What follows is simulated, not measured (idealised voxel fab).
This section sets out a process module, namely voxel ribs on slabs.
Section cut is 180 nm wide and gridded with 5 nm square cells.
Cross-sections here: square-cell grids, written as top-down lists of bands, a band being one or more rows of cells. It is stipulated that each band's entry specify, in nanometres, the height of the top of the band and then that of its bottom, followed by the materials of the band in left-to-right sequence, each together with its width in nanometres. A single material marked by the word "all across" is understood to fill the band from edge to edge; the word "blank" is understood to denote empty space. Height 0 is the level under which the wafer as received is all one material. The lowest band goes on downwards, as in "0 nm and below". The width entry "30->40" should be interpreted row by row: the top row of cells in the band takes the first number, the bottom row takes the second number, and the change between adjacent rows is uniform throughout. Step marked "everything unchanged"? Then no cell in the cross-section changed in it. Reported under the label "Enclosed void entries" are the empty spaces having no open way to the top and comprising 8 cells or more; the notation for each is width x height at distance, in which the distance is measured from the left edge and all three values are in nm. Read whatever lies past the settings on a step's line as the simulator's own remark about the step. overlay nm: mask offset rightward from planned place, masked step; negative means leftward offset.

-- The steps planned for the process are as follows
1 RECEIVE with material Si
2 DIRECTIONAL_DEP with material SiO2, thk nm 30
3 DIRECTIONAL_DEP with material SiN, thk nm 25
4 DIRECTIONAL_DEP with material aC, thk nm 15
5 PATTERN with tone cover, mask id RIB, material resist, width nm 25, thk nm 35, overlay nm 0
6 DIRECTIONAL_ETCH with etch materials aC, depth nm 15
7 STRIP with etch materials resist
8 DIRECTIONAL_ETCH with etch materials SiN, depth nm 5
9 STRIP with etch materials aC
10 PATTERN with tone cover, mask id SLAB, material resist, width nm 65, thk nm 15, overlay nm 0
11 DIRECTIONAL_ETCH with etch materials SiN, depth nm 20
12 STRIP with etch materials resist
13 FILL_DEP with material SiO2, thk nm 25
14 CMP with height nm 75
15 DIRECTIONAL_DEP with material TiN, thk nm 10
16 MASKED_ETCH with tone cover, mask id HEATER, width nm 35, etch materials TiN, depth nm 10, overlay nm 0
17 CONFORMAL_DEP with material SiN, thk nm 10

-- First wafer out of two, processed as planned

-- Wafer at receipt (post step 1), cross-section
- 0 nm and below | Si all across
- Enclosed void entries: none

-- So this is the wafer cross-section right after step 2
- 30 nm to 0 nm | SiO2 all across
- Under the height 0 nothing was changed.

-- So this is the wafer cross-section right after step 3
- 55 nm to 30 nm | SiN all across
- Under the height 30 nothing was changed.

-- So this is the wafer cross-section right after step 4
- 70 nm to 55 nm | aC all across
- Under the height 55 nothing was changed.

-- So this is the wafer cross-section right after step 5
- 105 nm to 70 nm | blank (75); resist (25); blank (80)
- Under the height 70 nothing was changed.

-- So this is the wafer cross-section right after step 6
- 90 nm to 70 nm | blank (75); resist (25); blank (80)
- 70 nm to 55 nm | blank (75); aC (25); blank (80)
- Under the height 55 nothing was changed.

-- So this is the wafer cross-section right after step 7
- 70 nm to 55 nm | blank (75); aC (25); blank (80)
- Under the height 55 nothing was changed.

-- So this is the wafer cross-section right after step 8
- 70 nm to 55 nm | blank (75); aC (25); blank (80)
- 55 nm to 50 nm | blank (75); SiN (25); blank (80)
- Under the height 50 nothing was changed.

-- So this is the wafer cross-section right after step 9
- 55 nm to 50 nm | blank (75); SiN (25); blank (80)
- Under the height 50 nothing was changed.

-- So this is the wafer cross-section right after step 10
- 70 nm to 55 nm | blank (55); resist (65); blank (60)
- 55 nm to 50 nm | blank (55); resist (20); SiN (25); resist (20); blank (60)
- Under the height 50 nothing was changed.

-- So this is the wafer cross-section right after step 11
- 70 nm to 55 nm | blank (55); resist (65); blank (60)
- 55 nm to 50 nm | blank (55); resist (20); SiN (25); resist (20); blank (60)
- 50 nm to 30 nm | blank (55); SiN (65); blank (60)
- Under the height 30 nothing was changed.

-- So this is the wafer cross-section right after step 12
- 55 nm to 50 nm | blank (75); SiN (25); blank (80)
- Under the height 50 nothing was changed.

-- So this is the wafer cross-section right after step 13
- 80 nm to 55 nm | SiO2 all across
- 55 nm to 50 nm | SiO2 (75); SiN (25); SiO2 (80)
- 50 nm to 30 nm | SiO2 (55); SiN (65); SiO2 (60)
- Under the height 30 nothing was changed.

-- So this is the wafer cross-section right after step 14
- 75 nm to 55 nm | SiO2 all across
- Under the height 55 nothing was changed.

-- So this is the wafer cross-section right after step 15
- 85 nm to 75 nm | TiN all across
- Under the height 75 nothing was changed.

-- So this is the wafer cross-section right after step 16
- 85 nm to 75 nm | blank (70); TiN (35); blank (75)
- Under the height 75 nothing was changed.

-- So this is the wafer cross-section right after step 17
- 95 nm to 85 nm | blank (60); SiN (55); blank (65)
- 85 nm to 75 nm | SiN (70); TiN (35); SiN (75)
- Under the height 75 nothing was changed.

-- Now the other wafer: same start, same recipe, but we messed up one thing when running it. Up to and including step 1 it's the same as the first one

-- Cross-section: second wafer, time at which step 2 was scheduled to end
- 25 nm to 0 nm | SiN all across
- Under the height 0 nothing was changed.

-- Cross-section: second wafer, time at which step 3 was scheduled to end
- 55 nm to 25 nm | SiO2 all across
- Under the height 25 nothing was changed.

-- Cross-section: second wafer, time at which step 4 was scheduled to end
- 70 nm to 55 nm | aC all across
- Under the height 55 nothing was changed.

-- Cross-section: second wafer, time at which step 5 was scheduled to end
- 105 nm to 70 nm | blank (75); resist (25); blank (80)
- Under the height 70 nothing was changed.

-- Cross-section: second wafer, time at which step 6 was scheduled to end
- 90 nm to 70 nm | blank (75); resist (25); blank (80)
- 70 nm to 55 nm | blank (75); aC (25); blank (80)
- Under the height 55 nothing was changed.

-- Cross-section: second wafer, time at which step 7 was scheduled to end
- 70 nm to 55 nm | blank (75); aC (25); blank (80)
- Under the height 55 nothing was changed.

Cross-section: second wafer, time at which step 8 was scheduled to end: everything unchanged

-- Cross-section: second wafer, time at which step 9 was scheduled to end
- 55 nm to 25 nm | SiO2 all across
- Under the height 25 nothing was changed.

-- Cross-section: second wafer, time at which step 10 was scheduled to end
- 70 nm to 55 nm | blank (55); resist (65); blank (60)
- Under the height 55 nothing was changed.

Cross-section: second wafer, time at which step 11 was scheduled to end: everything unchanged

-- Cross-section: second wafer, time at which step 12 was scheduled to end
- 55 nm to 25 nm | SiO2 all across
- Under the height 25 nothing was changed.

-- Cross-section: second wafer, time at which step 13 was scheduled to end
- 80 nm to 25 nm | SiO2 all across
- Under the height 25 nothing was changed.

-- Cross-section: second wafer, time at which step 14 was scheduled to end
- 75 nm to 25 nm | SiO2 all across
- Under the height 25 nothing was changed.

-- Cross-section: second wafer, time at which step 15 was scheduled to end
- 85 nm to 75 nm | TiN all across
- Under the height 75 nothing was changed.

-- Cross-section: second wafer, time at which step 16 was scheduled to end
- 85 nm to 75 nm | blank (70); TiN (35); blank (75)
- Under the height 75 nothing was changed.

-- Cross-section: second wafer, time at which step 17 was scheduled to end
- 95 nm to 85 nm | blank (60); SiN (55); blank (65)
- 85 nm to 75 nm | SiN (70); TiN (35); SiN (75)
- Under the height 75 nothing was changed.
Deviation from plan: steps 2 and 3 were swapped
Materials where the second wafer ends with more or fewer cells than the first: SiN +123, SiO2 -123
